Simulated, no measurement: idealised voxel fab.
Presented below is a process module, voxel wiring stack.
Square cell edge 5 nm, section width 280 nm, ID cut.
Think of the cross-section as a grid of square cells. We describe it in bands, top to bottom, and each band covers one or more rows of those cells. Quick guide to a band line: top height, bottom height (nm) up front; then every material left to right with its width in nm. Only one material and it's marked "all across"? Then it fills the band edge to edge. And "blank" just means empty space. We count height from 0. Below that, the starting wafer is all one material. The lowest band never ends at the bottom but goes on down; see "z 0 and below" for how that is written. Graded width ("30..40"): value in top row of band = first number; value in bottom row = second number; row-to-row change constant. Step note "remained the same" = no cross-section cell changed. You'll see "Tabulated closed voids" listing empty spaces that have no way open to the top, as long as they're 8 cells or more; the notation is width x height at distance, where the distance is from the left edge, and all of it is in nm. Note: text after step settings on the step line = simulator remark on that step. overlay nm, on a step with a mask: how far to the right of its planned place the mask lay; to the left if negative.
# Set out below are the planned steps of the process
1,RECEIVE,material Si
2,CONFORMAL_DEP,material SiO2,thk nm 10
3,CONFORMAL_DEP,material SiN,thk nm 5
4,DIRECTIONAL_DEP,material lowk,thk nm 20
5,MASKED_ETCH,tone open,mask id METAL_1,width nm 20,pitch nm 50,etch materials lowk,depth nm 20,overlay nm 0
6,MASKED_ETCH,tone open,mask id METAL_1,width nm 20,pitch nm 50,etch materials SiN,depth nm 5,overlay nm 0
7,CONFORMAL_DEP,material TiN,thk nm 5
8,FILL_DEP,material W,thk nm 10
9,CMP,height nm 35
10,CONFORMAL_DEP,material SiCN,thk nm 5
11,DIRECTIONAL_DEP,material SiO2,thk nm 10
12,DIRECTIONAL_DEP,material aC,thk nm 15
13,PATTERN,tone open,mask id PLUG_1,material resist,width nm 15,pitch nm 50,thk nm 35,overlay nm 0
14,DIRECTIONAL_ETCH,etch materials aC,depth nm 15
15,STRIP,etch materials resist
16,DIRECTIONAL_ETCH,etch materials SiO2,depth nm 10
17,DIRECTIONAL_ETCH,etch materials SiCN,depth nm 5
18,STRIP,etch materials aC
19,EPI,material Ru,thk nm 10
20,EPI,material Ru,thk nm 5
21,DIRECTIONAL_DEP,material TiN,thk nm 5
22,DIRECTIONAL_DEP,material Ru,thk nm 25
23,DIRECTIONAL_DEP,material aC,thk nm 10
24,PATTERN,tone cover,mask id METAL_2,material resist,width nm 20,pitch nm 50,thk nm 25,overlay nm 0
25,DIRECTIONAL_ETCH,etch materials aC,depth nm 10
26,STRIP,etch materials resist
27,DIRECTIONAL_ETCH,etch materials Ru,depth nm 25
28,DIRECTIONAL_ETCH,etch materials TiN,depth nm 5
29,STRIP,etch materials aC
30,FILL_DEP,material lowk,thk nm 10
31,CMP,height nm 80
32,CONFORMAL_DEP,material SiN,thk nm 5
# As received (post step 1): cross-section
- z 0 and below | Si all across
- Tabulated closed voids: none
# Figure: cross-sectional view of the wafer upon completion of the module, processed from the initial state and according to the plan depicted above, with one error introduced during execution
- z 85 to 80 | SiN all across
- z 80 to 55 | lowk 55  Ru 20  lowk 30  Ru 20  lowk 30  Ru 20  lowk 30  Ru 20  lowk 55
- z 55 to 50 | lowk 55  TiN 20  lowk 30  TiN 20  lowk 30  TiN 20  lowk 30  TiN 20  lowk 55
- z 50 to 45 | lowk 50  Ru 25  lowk 25  Ru 25  lowk 25  Ru 25  lowk 25  Ru 25  lowk 55
- z 45 to 40 | SiO2 55  Ru 15  SiO2 35  Ru 15  SiO2 35  Ru 15  SiO2 35  Ru 15  SiO2 60
- z 40 to 35 | SiCN 55  Ru 15  SiCN 35  Ru 15  SiCN 35  Ru 15  SiCN 35  Ru 15  SiCN 60
- z 35 to 15 | lowk 55  TiN 5  W 10  TiN 5  lowk 30  TiN 5  W 10  TiN 5  lowk 30  TiN 5  W 10  TiN 5  lowk 30  TiN 5  W 10  TiN 5  lowk 55
- z 15 to 10 | SiN 55  TiN 20  SiN 30  TiN 20  SiN 30  TiN 20  SiN 30  TiN 20  SiN 55
- z 10 to 0 | SiO2 all across
- z 0 and below | Si all across
- Tabulated closed voids: none
Want to know what went wrong? for step 11, the planned setting was not used; the step was instead run as DIRECTIONAL_DEP,material SiO2,thk nm 5
